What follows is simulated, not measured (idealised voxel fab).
process module | voxel trench capacitor
cross-section cut | 285 nm wide | cells 5 nm
A cross-section is a grid of square cells, given in bands from the top down. A band is one or more rows of cells.
Each band's line starts with the height of the band's top and of its bottom, in nm. Then come its materials from left to right, each with its width in nm. One material with "throughout" fills the band from edge to edge. "air" is empty space.
Height 0 is the level under which the wafer as received is all one material. The lowest band goes on downwards, as in "0 down".
A width such as "30 to 40" changes by the same amount from each row of cells to the next, from the band's top row to its bottom row.
"no change" after a step means that no cell of the cross-section changed.
closed voids: empty space of 8 cells or more with no open way to the top, each as width x height at its distance from the left edge, in nm
after a step's settings: what the simulator itself notes on the step
overlay nm, on a step with a mask: how far to the right of its planned place the mask lay; to the left if negative
Each pair below shows a cross-section before one step and the cross-section after it, down to the lowest band that changed. The line under each pair gives the step between them, with its settings. The pairs can come from different runs of this module on the same starting wafer, so a pair continues from the pair above only where its "before" says so.
before
  0 down: Si throughout
  closed voids: none
after
  5 to 0: SiN throughout
  below 0: unchanged
  closed voids: none
the step between: op CONFORMAL_DEP | material SiN | thk nm 5
before: the cross-section after the pair above
after
  5 to 0: SiN 100 | air 30 | SiN 20 | air 30 | SiN 105
  below 0: unchanged
  closed voids: none
the step between: op MASKED_ETCH | tone open | mask id TRENCH | width nm 30 | pitch nm 50 | etch materials SiN | depth nm 5 | overlay nm 0
before: the cross-section after the pair above
after
  5 to 0: SiN 100 | air 30 | SiN 20 | air 30 | SiN 105
  0 to -25: Si 100 | air 30 | Si 20 | air 30 | Si 105
  below -25: unchanged
  closed voids: none
the step between: op MASKED_ETCH | tone open | mask id TRENCH | width nm 30 | pitch nm 50 | etch materials Si | depth nm 25 | overlay nm 0
before: the cross-section after the pair above
after
  10 to 5: HfO2 105 | air 20 | HfO2 30 | air 20 | HfO2 110
  5 to 0: SiN 100 | HfO2 5 | air 20 | HfO2 5 | SiN 20 | HfO2 5 | air 20 | HfO2 5 | SiN 105
  0 to -20: Si 100 | HfO2 5 | air 20 | HfO2 5 | Si 20 | HfO2 5 | air 20 | HfO2 5 | Si 105
  -20 to -25: Si 100 | HfO2 30 | Si 20 | HfO2 30 | Si 105
  below -25: unchanged
  closed voids: none
the step between: op CONFORMAL_DEP | material HfO2 | thk nm 5
before: the cross-section after the pair above
after
  15 to 10: TiN 110 | air 10 | TiN 40 | air 10 | TiN 115
  10 to 5: HfO2 105 | TiN 5 | air 10 | TiN 5 | HfO2 30 | TiN 5 | air 10 | TiN 5 | HfO2 110
  5 to 0: SiN 100 | HfO2 5 | TiN 5 | air 10 | TiN 5 | HfO2 5 | SiN 20 | HfO2 5 | TiN 5 | air 10 | TiN 5 | HfO2 5 | SiN 105
  0 to -15: Si 100 | HfO2 5 | TiN 5 | air 10 | TiN 5 | HfO2 5 | Si 20 | HfO2 5 | TiN 5 | air 10 | TiN 5 | HfO2 5 | Si 105
  -15 to -20: Si 100 | HfO2 5 | TiN 20 | HfO2 5 | Si 20 | HfO2 5 | TiN 20 | HfO2 5 | Si 105
  below -20: unchanged
  closed voids: none
the step between: op CONFORMAL_DEP | material TiN | thk nm 5
before: the cross-section after the pair above
after
  20 to 15: W throughout
  15 to 10: TiN 110 | W 10 | TiN 40 | W 10 | TiN 115
  10 to 5: HfO2 105 | TiN 5 | W 10 | TiN 5 | HfO2 30 | TiN 5 | W 10 | TiN 5 | HfO2 110
  5 to 0: SiN 100 | HfO2 5 | TiN 5 | W 10 | TiN 5 | HfO2 5 | SiN 20 | HfO2 5 | TiN 5 | W 10 | TiN 5 | HfO2 5 | SiN 105
  0 to -15: Si 100 | HfO2 5 | TiN 5 | W 10 | TiN 5 | HfO2 5 | Si 20 | HfO2 5 | TiN 5 | W 10 | TiN 5 | HfO2 5 | Si 105
  below -15: unchanged
  closed voids: none
the step between: op FILL_DEP | material W | thk nm 5
before: the cross-section after the pair above
after
  5 to 0: SiN 100 | HfO2 5 | TiN 5 | W 10 | TiN 5 | HfO2 5 | SiN 20 | HfO2 5 | TiN 5 | W 10 | TiN 5 | HfO2 5 | SiN 105
  below 0: unchanged
  closed voids: none
the step between: op CMP | height nm 5
before
  0 down: Si throughout
  closed voids: none
after
  0 to -25: Si 100 | air 30 | Si 20 | air 30 | Si 105
  below -25: unchanged
  closed voids: none
the step between: op MASKED_ETCH | tone open | mask id TRENCH | width nm 30 | pitch nm 50 | etch materials Si | depth nm 25 | overlay nm 0
before: the cross-section after the pair above
after
  5 to 0: HfO2 105 | air 20 | HfO2 30 | air 20 | HfO2 110
  0 to -20: Si 100 | HfO2 5 | air 20 | HfO2 5 | Si 20 | HfO2 5 | air 20 | HfO2 5 | Si 105
  -20 to -25: Si 100 | HfO2 30 | Si 20 | HfO2 30 | Si 105
  below -25: unchanged
  closed voids: none
the step between: op CONFORMAL_DEP | material HfO2 | thk nm 5
before: the cross-section after the pair above
after
  10 to 5: TiN 110 | air 10 | TiN 40 | air 10 | TiN 115
  5 to 0: HfO2 105 | TiN 5 | air 10 | TiN 5 | HfO2 30 | TiN 5 | air 10 | TiN 5 | HfO2 110
  0 to -15: Si 100 | HfO2 5 | TiN 5 | air 10 | TiN 5 | HfO2 5 | Si 20 | HfO2 5 | TiN 5 | air 10 | TiN 5 | HfO2 5 | Si 105
  -15 to -20: Si 100 | HfO2 5 | TiN 20 | HfO2 5 | Si 20 | HfO2 5 | TiN 20 | HfO2 5 | Si 105
  below -20: unchanged
  closed voids: none
the step between: op CONFORMAL_DEP | material TiN | thk nm 5
before: the cross-section after the pair above
after
  15 to 10: W throughout
  10 to 5: TiN 110 | W 10 | TiN 40 | W 10 | TiN 115
  5 to 0: HfO2 105 | TiN 5 | W 10 | TiN 5 | HfO2 30 | TiN 5 | W 10 | TiN 5 | HfO2 110
  0 to -15: Si 100 | HfO2 5 | TiN 5 | W 10 | TiN 5 | HfO2 5 | Si 20 | HfO2 5 | TiN 5 | W 10 | TiN 5 | HfO2 5 | Si 105
  below -15: unchanged
  closed voids: none
the step between: op FILL_DEP | material W | thk nm 5
before: the cross-section after the pair above
after
  5 to 0: HfO2 105 | TiN 5 | W 10 | TiN 5 | HfO2 30 | TiN 5 | W 10 | TiN 5 | HfO2 110
  below 0: unchanged
  closed voids: none
the step between: op CMP | height nm 5
before
  5 to 0: SiN 100 | air 30 | SiN 20 | air 30 | SiN 105
  0 to -25: Si 100 | air 30 | Si 20 | air 30 | Si 105
  -25 down: Si throughout
  closed voids: none
after
  5 to 0: SiN 100 | air 30 | SiN 20 | air 30 | SiN 105
  0 to -50: Si 100 | air 30 | Si 20 | air 30 | Si 105
  below -50: unchanged
  closed voids: none
the step between: op MASKED_ETCH | tone open | mask id TRENCH | width nm 30 | pitch nm 50 | etch materials Si | depth nm 25 | overlay nm 0
before: the cross-section after the pair above
after
  10 to 5: HfO2 105 | air 20 | HfO2 30 | air 20 | HfO2 110
  5 to 0: SiN 100 | HfO2 5 | air 20 | HfO2 5 | SiN 20 | HfO2 5 | air 20 | HfO2 5 | SiN 105
  0 to -45: Si 100 | HfO2 5 | air 20 | HfO2 5 | Si 20 | HfO2 5 | air 20 | HfO2 5 | Si 105
  -45 to -50: Si 100 | HfO2 30 | Si 20 | HfO2 30 | Si 105
  below -50: unchanged
  closed voids: none
the step between: op CONFORMAL_DEP | material HfO2 | thk nm 5
before: the cross-section after the pair above
after
  15 to 10: TiN 110 | air 10 | TiN 40 | air 10 | TiN 115
  10 to 5: HfO2 105 | TiN 5 | air 10 | TiN 5 | HfO2 30 | TiN 5 | air 10 | TiN 5 | HfO2 110
  5 to 0: SiN 100 | HfO2 5 | TiN 5 | air 10 | TiN 5 | HfO2 5 | SiN 20 | HfO2 5 | TiN 5 | air 10 | TiN 5 | HfO2 5 | SiN 105
  0 to -40: Si 100 | HfO2 5 | TiN 5 | air 10 | TiN 5 | HfO2 5 | Si 20 | HfO2 5 | TiN 5 | air 10 | TiN 5 | HfO2 5 | Si 105
  -40 to -45: Si 100 | HfO2 5 | TiN 20 | HfO2 5 | Si 20 | HfO2 5 | TiN 20 | HfO2 5 | Si 105
  below -45: unchanged
  closed voids: none
the step between: op CONFORMAL_DEP | material TiN | thk nm 5
before: the cross-section after the pair above
after
  20 to 15: W throughout
  15 to 10: TiN 110 | W 10 | TiN 40 | W 10 | TiN 115
  10 to 5: HfO2 105 | TiN 5 | W 10 | TiN 5 | HfO2 30 | TiN 5 | W 10 | TiN 5 | HfO2 110
  5 to 0: SiN 100 | HfO2 5 | TiN 5 | W 10 | TiN 5 | HfO2 5 | SiN 20 | HfO2 5 | TiN 5 | W 10 | TiN 5 | HfO2 5 | SiN 105
  0 to -40: Si 100 | HfO2 5 | TiN 5 | W 10 | TiN 5 | HfO2 5 | Si 20 | HfO2 5 | TiN 5 | W 10 | TiN 5 | HfO2 5 | Si 105
  below -40: unchanged
  closed voids: none
the step between: op FILL_DEP | material W | thk nm 5
before: the cross-section after the pair above
after
  5 to 0: SiN 100 | HfO2 5 | TiN 5 | W 10 | TiN 5 | HfO2 5 | SiN 20 | HfO2 5 | TiN 5 | W 10 | TiN 5 | HfO2 5 | SiN 105
  below 0: unchanged
  closed voids: none
the step between: op CMP | height nm 5
before
  5 to 0: SiN 100 | air 30 | SiN 20 | air 30 | SiN 105
  0 to -25: Si 100 | air 30 | Si 20 | air 30 | Si 105
  -25 down: Si throughout
  closed voids: none
after
  10 to 5: TiN 105 | air 20 | TiN 30 | air 20 | TiN 110
  5 to 0: SiN 100 | TiN 5 | air 20 | TiN 5 | SiN 20 | TiN 5 | air 20 | TiN 5 | SiN 105
  0 to -20: Si 100 | TiN 5 | air 20 | TiN 5 | Si 20 | TiN 5 | air 20 | TiN 5 | Si 105
  -20 to -25: Si 100 | TiN 30 | Si 20 | TiN 30 | Si 105
  below -25: unchanged
  closed voids: none
the step between: op CONFORMAL_DEP | material TiN | thk nm 5
before: the cross-section after the pair above
after
  15 to 10: HfO2 110 | air 10 | HfO2 40 | air 10 | HfO2 115
  10 to 5: TiN 105 | HfO2 5 | air 10 | HfO2 5 | TiN 30 | HfO2 5 | air 10 | HfO2 5 | TiN 110
  5 to 0: SiN 100 | TiN 5 | HfO2 5 | air 10 | HfO2 5 | TiN 5 | SiN 20 | TiN 5 | HfO2 5 | air 10 | HfO2 5 | TiN 5 | SiN 105
  0 to -15: Si 100 | TiN 5 | HfO2 5 | air 10 | HfO2 5 | TiN 5 | Si 20 | TiN 5 | HfO2 5 | air 10 | HfO2 5 | TiN 5 | Si 105
  -15 to -20: Si 100 | TiN 5 | HfO2 20 | TiN 5 | Si 20 | TiN 5 | HfO2 20 | TiN 5 | Si 105
  below -20: unchanged
  closed voids: none
the step between: op CONFORMAL_DEP | material HfO2 | thk nm 5
before: the cross-section after the pair above
after
  20 to 15: W throughout
  15 to 10: HfO2 110 | W 10 | HfO2 40 | W 10 | HfO2 115
  10 to 5: TiN 105 | HfO2 5 | W 10 | HfO2 5 | TiN 30 | HfO2 5 | W 10 | HfO2 5 | TiN 110
  5 to 0: SiN 100 | TiN 5 | HfO2 5 | W 10 | HfO2 5 | TiN 5 | SiN 20 | TiN 5 | HfO2 5 | W 10 | HfO2 5 | TiN 5 | SiN 105
  0 to -15: Si 100 | TiN 5 | HfO2 5 | W 10 | HfO2 5 | TiN 5 | Si 20 | TiN 5 | HfO2 5 | W 10 | HfO2 5 | TiN 5 | Si 105
  below -15: unchanged
  closed voids: none
the step between: op FILL_DEP | material W | thk nm 5
before: the cross-section after the pair above
after
  5 to 0: SiN 100 | TiN 5 | HfO2 5 | W 10 | HfO2 5 | TiN 5 | SiN 20 | TiN 5 | HfO2 5 | W 10 | HfO2 5 | TiN 5 | SiN 105
  below 0: unchanged
  closed voids: none
the step between: op CMP | height nm 5
before
  5 to 0: SiN 100 | air 30 | SiN 20 | air 30 | SiN 105
  0 to -25: Si 100 | air 30 | Si 20 | air 30 | Si 105
  -25 down: Si throughout
  closed voids: none
after
  20 to 5: HfO2 throughout
  5 to 0: SiN 100 | HfO2 30 | SiN 20 | HfO2 30 | SiN 105
  0 to -25: Si 100 | HfO2 30 | Si 20 | HfO2 30 | Si 105
  below -25: unchanged
  closed voids: none
the step between: op CONFORMAL_DEP | material HfO2 | thk nm 15
before: the cross-section after the pair above
after
  25 to 20: TiN throughout
  below 20: unchanged
  closed voids: none
the step between: op CONFORMAL_DEP | material TiN | thk nm 5
before: the cross-section after the pair above
after
  30 to 25: W throughout
  below 25: unchanged
  closed voids: none
the step between: op FILL_DEP | material W | thk nm 5
before: the cross-section after the pair above
after
  5 to 0: SiN 100 | HfO2 30 | SiN 20 | HfO2 30 | SiN 105
  below 0: unchanged
  closed voids: none
the step between: op CMP | height nm 5
before
  5 to 0: SiN throughout
  0 down: Si throughout
  closed voids: none
after
  5 to 0: SiN 105 | air 25 | SiN 25 | air 25 | SiN 105
  below 0: unchanged
  closed voids: none
the step between: op MASKED_ETCH | tone open | mask id TRENCH | width nm 25 | pitch nm 50 | etch materials SiN | depth nm 5 | overlay nm 0
before: the cross-section after the pair above
after
  5 to 0: SiN 105 | air 25 | SiN 25 | air 25 | SiN 105
  0 to -25: Si 105 | air 25 | Si 25 | air 25 | Si 105
  below -25: unchanged
  closed voids: none
the step between: op MASKED_ETCH | tone open | mask id TRENCH | width nm 30 | pitch nm 50 | etch materials Si | depth nm 25 | overlay nm 0
before: the cross-section after the pair above
after
  10 to 5: HfO2 110 | air 15 | HfO2 35 | air 15 | HfO2 110
  5 to 0: SiN 105 | HfO2 5 | air 15 | HfO2 5 | SiN 25 | HfO2 5 | air 15 | HfO2 5 | SiN 105
  0 to -20: Si 105 | HfO2 5 | air 15 | HfO2 5 | Si 25 | HfO2 5 | air 15 | HfO2 5 | Si 105
  -20 to -25: Si 105 | HfO2 25 | Si 25 | HfO2 25 | Si 105
  below -25: unchanged
  closed voids: none
the step between: op CONFORMAL_DEP | material HfO2 | thk nm 5
before: the cross-section after the pair above
after
  15 to 10: TiN 115 | air 5 | TiN 45 | air 5 | TiN 115
  10 to 5: HfO2 110 | TiN 5 | air 5 | TiN 5 | HfO2 35 | TiN 5 | air 5 | TiN 5 | HfO2 110
  5 to 0: SiN 105 | HfO2 5 | TiN 5 | air 5 | TiN 5 | HfO2 5 | SiN 25 | HfO2 5 | TiN 5 | air 5 | TiN 5 | HfO2 5 | SiN 105
  0 to -15: Si 105 | HfO2 5 | TiN 5 | air 5 | TiN 5 | HfO2 5 | Si 25 | HfO2 5 | TiN 5 | air 5 | TiN 5 | HfO2 5 | Si 105
  -15 to -20: Si 105 | HfO2 5 | TiN 15 | HfO2 5 | Si 25 | HfO2 5 | TiN 15 | HfO2 5 | Si 105
  below -20: unchanged
  closed voids: none
the step between: op CONFORMAL_DEP | material TiN | thk nm 5
before: the cross-section after the pair above
after
  20 to 15: W throughout
  15 to 10: TiN 115 | W 5 | TiN 45 | W 5 | TiN 115
  10 to 5: HfO2 110 | TiN 5 | W 5 | TiN 5 | HfO2 35 | TiN 5 | W 5 | TiN 5 | HfO2 110
  5 to 0: SiN 105 | HfO2 5 | TiN 5 | W 5 | TiN 5 | HfO2 5 | SiN 25 | HfO2 5 | TiN 5 | W 5 | TiN 5 | HfO2 5 | SiN 105
  0 to -15: Si 105 | HfO2 5 | TiN 5 | W 5 | TiN 5 | HfO2 5 | Si 25 | HfO2 5 | TiN 5 | W 5 | TiN 5 | HfO2 5 | Si 105
  below -15: unchanged
  closed voids: none
the step between: op FILL_DEP | material W | thk nm 5
before: the cross-section after the pair above
after
  5 to 0: SiN 105 | HfO2 5 | TiN 5 | W 5 | TiN 5 | HfO2 5 | SiN 25 | HfO2 5 | TiN 5 | W 5 | TiN 5 | HfO2 5 | SiN 105
  below 0: unchanged
  closed voids: none
the step between: op CMP | height nm 5
before
  5 to 0: SiN throughout
  0 down: Si throughout
  closed voids: none
after
  5 to 0: SiN 110 | air 30 | SiN 20 | air 30 | SiN 95
  below 0: unchanged
  closed voids: none
the step between: op MASKED_ETCH | tone open | mask id TRENCH | width nm 30 | pitch nm 50 | etch materials SiN | depth nm 5 | overlay nm 10
before: the cross-section after the pair above
after
  5 to 0: SiN 110 | air 30 | SiN 20 | air 30 | SiN 95
  0 to -25: Si 110 | air 20 | Si 30 | air 20 | Si 105
  below -25: unchanged
  closed voids: none
the step between: op MASKED_ETCH | tone open | mask id TRENCH | width nm 30 | pitch nm 50 | etch materials Si | depth nm 25 | overlay nm 0
before: the cross-section after the pair above
after
  10 to 5: HfO2 115 | air 20 | HfO2 30 | air 20 | HfO2 100
  5 to 0: SiN 110 | HfO2 5 | air 10 | HfO2 15 | SiN 20 | HfO2 5 | air 10 | HfO2 15 | SiN 95
  0 to -20: Si 110 | HfO2 5 | air 10 | HfO2 5 | Si 30 | HfO2 5 | air 10 | HfO2 5 | Si 105
  -20 to -25: Si 110 | HfO2 20 | Si 30 | HfO2 20 | Si 105
  below -25: unchanged
  closed voids: none
the step between: op CONFORMAL_DEP | material HfO2 | thk nm 5
before: the cross-section after the pair above
after
  15 to 10: TiN 120 | air 10 | TiN 40 | air 10 | TiN 105
  10 to 5: HfO2 115 | TiN 20 | HfO2 30 | TiN 20 | HfO2 100
  5 to 0: SiN 110 | HfO2 5 | TiN 10 | HfO2 15 | SiN 20 | HfO2 5 | TiN 10 | HfO2 15 | SiN 95
  0 to -20: Si 110 | HfO2 5 | TiN 10 | HfO2 5 | Si 30 | HfO2 5 | TiN 10 | HfO2 5 | Si 105
  below -20: unchanged
  closed voids: none
the step between: op CONFORMAL_DEP | material TiN | thk nm 5
before: the cross-section after the pair above
after
  20 to 15: W throughout
  15 to 10: TiN 120 | W 10 | TiN 40 | W 10 | TiN 105
  below 10: unchanged
  closed voids: none
the step between: op FILL_DEP | material W | thk nm 5
before: the cross-section after the pair above
after
  5 to 0: SiN 110 | HfO2 5 | TiN 10 | HfO2 15 | SiN 20 | HfO2 5 | TiN 10 | HfO2 15 | SiN 95
  below 0: unchanged
  closed voids: none
the step between: op CMP | height nm 5
before
  10 to 5: TiN 105 | air 20 | TiN 30 | air 20 | TiN 110
  5 to 0: SiN 100 | TiN 5 | air 20 | TiN 5 | SiN 20 | TiN 5 | air 20 | TiN 5 | SiN 105
  0 to -20: Si 100 | TiN 5 | air 20 | TiN 5 | Si 20 | TiN 5 | air 20 | TiN 5 | Si 105
  -20 to -25: Si 100 | TiN 30 | Si 20 | TiN 30 | Si 105
  -25 down: Si throughout
  closed voids: none
after
  15 to 5: TiN 110 | air 10 | TiN 40 | air 10 | TiN 115
  5 to 0: SiN 100 | TiN 10 | air 10 | TiN 10 | SiN 20 | TiN 10 | air 10 | TiN 10 | SiN 105
  0 to -15: Si 100 | TiN 10 | air 10 | TiN 10 | Si 20 | TiN 10 | air 10 | TiN 10 | Si 105
  -15 to -25: Si 100 | TiN 30 | Si 20 | TiN 30 | Si 105
  below -25: unchanged
  closed voids: none
the step between: op CONFORMAL_DEP | material TiN | thk nm 5
before: the cross-section after the pair above
after
  20 to 15: W throughout
  15 to 5: TiN 110 | W 10 | TiN 40 | W 10 | TiN 115
  5 to 0: SiN 100 | TiN 10 | W 10 | TiN 10 | SiN 20 | TiN 10 | W 10 | TiN 10 | SiN 105
  0 to -15: Si 100 | TiN 10 | W 10 | TiN 10 | Si 20 | TiN 10 | W 10 | TiN 10 | Si 105
  below -15: unchanged
  closed voids: none
the step between: op FILL_DEP | material W | thk nm 5
before: the cross-section after the pair above
after
  5 to 0: SiN 100 | TiN 10 | W 10 | TiN 10 | SiN 20 | TiN 10 | W 10 | TiN 10 | SiN 105
  below 0: unchanged
  closed voids: none
the step between: op CMP | height nm 5
before
  5 to 0: SiN throughout
  0 down: Si throughout
  closed voids: none
after
  5 to 0: air 100 | SiN 30 | air 20 | SiN 30 | air 105
  below 0: unchanged
  closed voids: none
the step between: op MASKED_ETCH | tone cover | mask id TRENCH | width nm 30 | pitch nm 50 | etch materials SiN | depth nm 5 | overlay nm 0
before: the cross-section after the pair above
after
  10 to 5: air 95 | HfO2 40 | air 10 | HfO2 40 | air 100
  5 to 0: HfO2 100 | SiN 30 | HfO2 20 | SiN 30 | HfO2 105
  below 0: unchanged
  closed voids: none
the step between: op CONFORMAL_DEP | material HfO2 | thk nm 5
before: the cross-section after the pair above
after
  15 to 10: air 90 | TiN 100 | air 95
  10 to 5: TiN 95 | HfO2 40 | TiN 10 | HfO2 40 | TiN 100
  below 5: unchanged
  closed voids: none
the step between: op CONFORMAL_DEP | material TiN | thk nm 5
before: the cross-section after the pair above
after
  20 to 15: W throughout
  15 to 10: W 90 | TiN 100 | W 95
  below 10: unchanged
  closed voids: none
the step between: op FILL_DEP | material W | thk nm 5
before: the cross-section after the pair above
after
  5 to 0: HfO2 100 | SiN 30 | HfO2 20 | SiN 30 | HfO2 105
  below 0: unchanged
  closed voids: none
the step between: op CMP | height nm 5
